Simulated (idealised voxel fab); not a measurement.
A process module follows: voxel self aligned contacts.
For reference, the cross-section in this document is cut, with width 280 nm and square cells of 5 nm.
Heads up, the way a cross-section reads in here is a grid of square cells, handed over as bands from the top down, with every band being one or more rows of cells.
Top height, bottom height, nm. Materials left to right, width each, nm. Single material + "everywhere" = fills band edge to edge. "blank" = empty.
Heads up on the height convention: 0 is the point under which the incoming wafer is all one material, and the lowest band has no bottom, it just keeps going down, like "top 0, no bottom".
A width given as "30->40" starts at the first number in the band's top row and ends at the second number in its bottom row, shifting by an equal amount at every step from row to row.
Where the words "no modification" appear for a step, the cross-section shows no cell changed by that step; every cell remained as before.
So "Unvented internal voids" is basically the list of trapped voids: any empty space of 8 cells or more that can't reach the top through an opening. They're written width x height at distance, the distance being from the left edge, and it's all nm.
On each step's line, the part that comes after the settings is the simulator's own comment on the step.
overlay nm: mask offset rightward from planned place, masked step; negative means leftward offset.

### Steps in the process plan
step 1: RECEIVE with material Si
step 2: CONFORMAL_DEP with material SiO2, thk nm 5
step 3: DIRECTIONAL_DEP with material polySi, thk nm 25
step 4: DIRECTIONAL_DEP with material SiN, thk nm 20
step 5: DIRECTIONAL_DEP with material aC, thk nm 10
step 6: PATTERN with tone cover, mask id GATE, material resist, width nm 35, pitch nm 70, thk nm 25, overlay nm 0
step 7: DIRECTIONAL_ETCH with etch materials aC, depth nm 10
step 8: STRIP with etch materials resist
step 9: DIRECTIONAL_ETCH with etch materials SiN, depth nm 20
step 10: DIRECTIONAL_ETCH with etch materials polySi, depth nm 25
step 11: STRIP with etch materials aC
step 12: CONFORMAL_DEP with material SiN, thk nm 5
step 13: DIRECTIONAL_ETCH with etch materials SiN, depth nm 5
step 14: FILL_DEP with material SiO2, thk nm 10
step 15: CMP with height nm 55
step 16: DIRECTIONAL_DEP with material aC, thk nm 10
step 17: PATTERN with tone open, mask id CONTACT, material resist, width nm 55, pitch nm 70, thk nm 25, overlay nm 0
step 18: DIRECTIONAL_ETCH with etch materials aC, depth nm 10
step 19: STRIP with etch materials resist
step 20: DIRECTIONAL_ETCH with etch materials SiO2, depth nm 55
step 21: STRIP with etch materials aC
step 22: CONFORMAL_DEP with material TiN, thk nm 5
step 23: FILL_DEP with material Ru, thk nm 10
step 24: CMP with height nm 55
step 25: CONFORMAL_DEP with material SiN, thk nm 5

### Account of the first of two wafers, which was processed as intended

### Wafer cross-section on receipt, i.e. after step 1
- top 0, no bottom = Si everywhere
- Unvented internal voids: none

### After step 2, in cross-section
- top 5, bottom 0 = SiO2 everywhere
- Whatever lies below 0 is exactly as it was before.

### After step 3, in cross-section
- top 30, bottom 5 = polySi everywhere
- Whatever lies below 5 is exactly as it was before.

### After step 4, in cross-section
- top 50, bottom 30 = SiN everywhere
- Whatever lies below 30 is exactly as it was before.

### After step 5, in cross-section
- top 60, bottom 50 = aC everywhere
- Whatever lies below 50 is exactly as it was before.

### After step 6, in cross-section
- top 85, bottom 60 = blank: 50 | resist: 35 | blank: 35 | resist: 35 | blank: 35 | resist: 35 | blank: 55
- Whatever lies below 60 is exactly as it was before.

### After step 7, in cross-section
- top 75, bottom 60 = blank: 50 | resist: 35 | blank: 35 | resist: 35 | blank: 35 | resist: 35 | blank: 55
- top 60, bottom 50 = blank: 50 | aC: 35 | blank: 35 | aC: 35 | blank: 35 | aC: 35 | blank: 55
- Whatever lies below 50 is exactly as it was before.

### After step 8, in cross-section
- top 60, bottom 50 = blank: 50 | aC: 35 | blank: 35 | aC: 35 | blank: 35 | aC: 35 | blank: 55
- Whatever lies below 50 is exactly as it was before.

### After step 9, in cross-section
- top 60, bottom 50 = blank: 50 | aC: 35 | blank: 35 | aC: 35 | blank: 35 | aC: 35 | blank: 55
- top 50, bottom 30 = blank: 50 | SiN: 35 | blank: 35 | SiN: 35 | blank: 35 | SiN: 35 | blank: 55
- Whatever lies below 30 is exactly as it was before.

### After step 10, in cross-section
- top 60, bottom 50 = blank: 50 | aC: 35 | blank: 35 | aC: 35 | blank: 35 | aC: 35 | blank: 55
- top 50, bottom 30 = blank: 50 | SiN: 35 | blank: 35 | SiN: 35 | blank: 35 | SiN: 35 | blank: 55
- top 30, bottom 5 = blank: 50 | polySi: 35 | blank: 35 | polySi: 35 | blank: 35 | polySi: 35 | blank: 55
- Whatever lies below 5 is exactly as it was before.

### After step 11, in cross-section
- top 50, bottom 30 = blank: 50 | SiN: 35 | blank: 35 | SiN: 35 | blank: 35 | SiN: 35 | blank: 55
- Whatever lies below 30 is exactly as it was before.

### After step 12, in cross-section
- top 55, bottom 30 = blank: 45 | SiN: 45 | blank: 25 | SiN: 45 | blank: 25 | SiN: 45 | blank: 50
- top 30, bottom 10 = blank: 45 | SiN: 5 | polySi: 35 | SiN: 5 | blank: 25 | SiN: 5 | polySi: 35 | SiN: 5 | blank: 25 | SiN: 5 | polySi: 35 | SiN: 5 | blank: 50
- top 10, bottom 5 = SiN: 50 | polySi: 35 | SiN: 35 | polySi: 35 | SiN: 35 | polySi: 35 | SiN: 55
- Whatever lies below 5 is exactly as it was before.

### After step 13, in cross-section
- top 50, bottom 30 = blank: 45 | SiN: 45 | blank: 25 | SiN: 45 | blank: 25 | SiN: 45 | blank: 50
- top 30, bottom 5 = blank: 45 | SiN: 5 | polySi: 35 | SiN: 5 | blank: 25 | SiN: 5 | polySi: 35 | SiN: 5 | blank: 25 | SiN: 5 | polySi: 35 | SiN: 5 | blank: 50
- Whatever lies below 5 is exactly as it was before.

### After step 14, in cross-section
- top 60, bottom 50 = SiO2 everywhere
- top 50, bottom 30 = SiO2: 45 | SiN: 45 | SiO2: 25 | SiN: 45 | SiO2: 25 | SiN: 45 | SiO2: 50
- top 30, bottom 5 = SiO2: 45 | SiN: 5 | polySi: 35 | SiN: 5 | SiO2: 25 | SiN: 5 | polySi: 35 | SiN: 5 | SiO2: 25 | SiN: 5 | polySi: 35 | SiN: 5 | SiO2: 50
- Whatever lies below 5 is exactly as it was before.

### After step 15, in cross-section
- top 55, bottom 50 = SiO2 everywhere
- Whatever lies below 50 is exactly as it was before.

### After step 16, in cross-section
- top 65, bottom 55 = aC everywhere
- Whatever lies below 55 is exactly as it was before.

### After step 17, in cross-section
- top 90, bottom 65 = resist: 75 | blank: 55 | resist: 15 | blank: 55 | resist: 80
- Whatever lies below 65 is exactly as it was before.

### After step 18, in cross-section
- top 80, bottom 65 = resist: 75 | blank: 55 | resist: 15 | blank: 55 | resist: 80
- top 65, bottom 55 = aC: 75 | blank: 55 | aC: 15 | blank: 55 | aC: 80
- Whatever lies below 55 is exactly as it was before.

### After step 19, in cross-section
- top 65, bottom 55 = aC: 75 | blank: 55 | aC: 15 | blank: 55 | aC: 80
- Whatever lies below 55 is exactly as it was before.

### After step 20, in cross-section
- top 65, bottom 55 = aC: 75 | blank: 55 | aC: 15 | blank: 55 | aC: 80
- top 55, bottom 50 = SiO2: 75 | blank: 55 | SiO2: 15 | blank: 55 | SiO2: 80
- top 50, bottom 30 = SiO2: 45 | SiN: 45 | blank: 25 | SiN: 45 | blank: 25 | SiN: 45 | SiO2: 50
- top 30, bottom 5 = SiO2: 45 | SiN: 5 | polySi: 35 | SiN: 5 | blank: 25 | SiN: 5 | polySi: 35 | SiN: 5 | blank: 25 | SiN: 5 | polySi: 35 | SiN: 5 | SiO2: 50
- top 5, bottom 0 = SiO2: 90 | blank: 25 | SiO2: 45 | blank: 25 | SiO2: 95
- Whatever lies below 0 is exactly as it was before.

### After step 21, in cross-section
- top 55, bottom 50 = SiO2: 75 | blank: 55 | SiO2: 15 | blank: 55 | SiO2: 80
- Whatever lies below 50 is exactly as it was before.

### After step 22, in cross-section
- top 60, bottom 55 = TiN: 80 | blank: 45 | TiN: 25 | blank: 45 | TiN: 85
- top 55, bottom 50 = SiO2: 75 | TiN: 20 | blank: 15 | TiN: 20 | SiO2: 15 | TiN: 20 | blank: 15 | TiN: 20 | SiO2: 80
- top 50, bottom 30 = SiO2: 45 | SiN: 45 | TiN: 5 | blank: 15 | TiN: 5 | SiN: 45 | TiN: 5 | blank: 15 | TiN: 5 | SiN: 45 | SiO2: 50
- top 30, bottom 5 = SiO2: 45 | SiN: 5 | polySi: 35 | SiN: 5 | TiN: 5 | blank: 15 | TiN: 5 | SiN: 5 | polySi: 35 | SiN: 5 | TiN: 5 | blank: 15 | TiN: 5 | SiN: 5 | polySi: 35 | SiN: 5 | SiO2: 50
- top 5, bottom 0 = SiO2: 90 | TiN: 25 | SiO2: 45 | TiN: 25 | SiO2: 95
- Whatever lies below 0 is exactly as it was before.

### After step 23, in cross-section
- top 70, bottom 60 = Ru everywhere
- top 60, bottom 55 = TiN: 80 | Ru: 45 | TiN: 25 | Ru: 45 | TiN: 85
- top 55, bottom 50 = SiO2: 75 | TiN: 20 | Ru: 15 | TiN: 20 | SiO2: 15 | TiN: 20 | Ru: 15 | TiN: 20 | SiO2: 80
- top 50, bottom 30 = SiO2: 45 | SiN: 45 | TiN: 5 | Ru: 15 | TiN: 5 | SiN: 45 | TiN: 5 | Ru: 15 | TiN: 5 | SiN: 45 | SiO2: 50
- top 30, bottom 5 = SiO2: 45 | SiN: 5 | polySi: 35 | SiN: 5 | TiN: 5 | Ru: 15 | TiN: 5 | SiN: 5 | polySi: 35 | SiN: 5 | TiN: 5 | Ru: 15 | TiN: 5 | SiN: 5 | polySi: 35 | SiN: 5 | SiO2: 50
- Whatever lies below 5 is exactly as it was before.

### After step 24, in cross-section
- top 55, bottom 50 = SiO2: 75 | TiN: 20 | Ru: 15 | TiN: 20 | SiO2: 15 | TiN: 20 | Ru: 15 | TiN: 20 | SiO2: 80
- Whatever lies below 50 is exactly as it was before.

### After step 25, in cross-section
- top 60, bottom 55 = SiN everywhere
- Whatever lies below 55 is exactly as it was before.

### Wafer two. Identical start, identical plan. One mistake in execution. Identical history through step 22

### when step 23 should have ended
- top 70, bottom 60 = SiO2 everywhere
- top 60, bottom 55 = TiN: 80 | SiO2: 45 | TiN: 25 | SiO2: 45 | TiN: 85
- top 55, bottom 50 = SiO2: 75 | TiN: 20 | SiO2: 15 | TiN: 20 | SiO2: 15 | TiN: 20 | SiO2: 15 | TiN: 20 | SiO2: 80
- top 50, bottom 30 = SiO2: 45 | SiN: 45 | TiN: 5 | SiO2: 15 | TiN: 5 | SiN: 45 | TiN: 5 | SiO2: 15 | TiN: 5 | SiN: 45 | SiO2: 50
- top 30, bottom 5 = SiO2: 45 | SiN: 5 | polySi: 35 | SiN: 5 | TiN: 5 | SiO2: 15 | TiN: 5 | SiN: 5 | polySi: 35 | SiN: 5 | TiN: 5 | SiO2: 15 | TiN: 5 | SiN: 5 | polySi: 35 | SiN: 5 | SiO2: 50
- Whatever lies below 5 is exactly as it was before.

### when step 24 should have ended
- top 55, bottom 50 = SiO2: 75 | TiN: 20 | SiO2: 15 | TiN: 20 | SiO2: 15 | TiN: 20 | SiO2: 15 | TiN: 20 | SiO2: 80
- Whatever lies below 50 is exactly as it was before.

### when step 25 should have ended
- top 60, bottom 55 = SiN everywhere
- Whatever lies below 55 is exactly as it was before.
So what did we get wrong on this run? so step 23 ended up running with a different setting than we planned, it ran as FILL_DEP with material SiO2, thk nm 10
The second wafer ends with more or fewer cells of some materials than the first, per final count: Ru: 60 fewer; SiO2: 60 more
